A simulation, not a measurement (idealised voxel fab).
Documented hereafter: the process module known as voxel local oxidation.
Section cut is 205 nm wide and gridded with 5 nm square cells.
A cross-section in this document is a grid of square cells, and it is written down as bands, the top band listed before the ones below it; a band is made up of one or more rows of cells. For a band, the entry starts with two heights in nm, that of the top and then that of the bottom, and carries on with the band's materials in order from left to right, each alongside its width in nm; the word "everywhere" beside a single material means it fills the band edge to edge, and "empty" means empty space. It should be noted that heights are counted from 0, beneath which the wafer as supplied is of one material throughout, and that the lowest band possesses no lower boundary but continues downward, as written in "0..down". The width entry "30 to 40" should be interpreted row by row: the top row of cells in the band takes the first number, the bottom row takes the second number, and the change between adjacent rows is uniform throughout. What does "same as before" mean for a step? It means no cell of the cross-section changed in that step. You'll see "Enclosed void entries" listing empty spaces that have no way open to the top, as long as they're 8 cells or more; the notation is width x height at distance, where the distance is from the left edge, and all of it is in nm. Step line, after settings: the simulator's comment on this step. The "overlay nm" setting may appear on a step's line; for a step that uses a mask, it gives how far to the right of its planned position the mask lay, and a negative value indicates the left.

## Planned step list for the process
| 1 | RECEIVE [material Si] |
| 2 | CONFORMAL_DEP [material SiO2] [thk nm 5] |
| 3 | CONFORMAL_DEP [material SiN] [thk nm 15] |
| 4 | DIRECTIONAL_DEP [material aC] [thk nm 10] |
| 5 | PATTERN [tone cover] [mask id ACTIVE] [material resist] [width nm 90] [thk nm 30] [overlay nm 0] |
| 6 | DIRECTIONAL_ETCH [etch materials aC] [depth nm 10] |
| 7 | STRIP [etch materials resist] |
| 8 | DIRECTIONAL_ETCH [etch materials SiN] [depth nm 15] |
| 9 | STRIP [etch materials aC] |
| 10 | SELECTIVE_ETCH [etch materials SiO2] [depth nm 5] |
| 11 | OXIDIZE [depth nm 15] |
| 12 | STRIP [etch materials SiN] |

## So, the first of our two wafers, run just as we planned it

## Incoming wafer in cross-section (state: after step 1)
> 0..down: Si everywhere
> Enclosed void entries: none

## Presented here is a cross-section of the wafer after step 2 has been performed
> 5..0: SiO2 everywhere
> Heights below 0 show no change.

## Presented here is a cross-section of the wafer after step 3 has been performed
> 20..5: SiN everywhere
> Heights below 5 show no change.

## Presented here is a cross-section of the wafer after step 4 has been performed
> 30..20: aC everywhere
> Heights below 20 show no change.

## Presented here is a cross-section of the wafer after step 5 has been performed
> 60..30: 55 of empty | 90 of resist | 60 of empty
> Heights below 30 show no change.

## Presented here is a cross-section of the wafer after step 6 has been performed
> 50..30: 55 of empty | 90 of resist | 60 of empty
> 30..20: 55 of empty | 90 of aC | 60 of empty
> Heights below 20 show no change.

## Presented here is a cross-section of the wafer after step 7 has been performed
> 30..20: 55 of empty | 90 of aC | 60 of empty
> Heights below 20 show no change.

## Presented here is a cross-section of the wafer after step 8 has been performed
> 30..20: 55 of empty | 90 of aC | 60 of empty
> 20..5: 55 of empty | 90 of SiN | 60 of empty
> Heights below 5 show no change.

## Presented here is a cross-section of the wafer after step 9 has been performed
> 20..5: 55 of empty | 90 of SiN | 60 of empty
> Heights below 5 show no change.

## Presented here is a cross-section of the wafer after step 10 has been performed
> 20..5: 55 of empty | 90 of SiN | 60 of empty
> 5..0: 60 of empty | 80 of SiO2 | 65 of empty
> Heights below 0 show no change.

## Presented here is a cross-section of the wafer after step 11 has been performed
> 20..5: 55 of empty | 90 of SiN | 60 of empty
> 5..0: 60 of empty | 80 of SiO2 | 65 of empty
> 0..-15: 75 of SiO2 | 50 of Si | 80 of SiO2
> Heights below -15 show no change.

## Presented here is a cross-section of the wafer after step 12 has been performed
> 5..0: 60 of empty | 80 of SiO2 | 65 of empty
> Heights below 0 show no change.

## Wafer two of the pair: same origin, same plan, one error during the run; identical to wafer one up to and including step 10

## What the second wafer looks like in cross-section when step 11 should have wrapped up
> 20..5: 55 of empty | 90 of SiN | 60 of empty
> 5..0: 60 of empty | 80 of SiO2 | 65 of empty
> 0..-20: 80 of SiO2 | 40 of Si | 85 of SiO2
> Heights below -20 show no change.

## What the second wafer looks like in cross-section when step 12 should have wrapped up
> 5..0: 60 of empty | 80 of SiO2 | 65 of empty
> Heights below 0 show no change.
Here's what went sideways: so step 11 ended up running with a different setting than we planned, it ran as OXIDIZE [depth nm 20]
Heads up, by the end the second wafer has more or fewer cells of some materials compared to the first: 39 fewer of Si, 39 more of SiO2
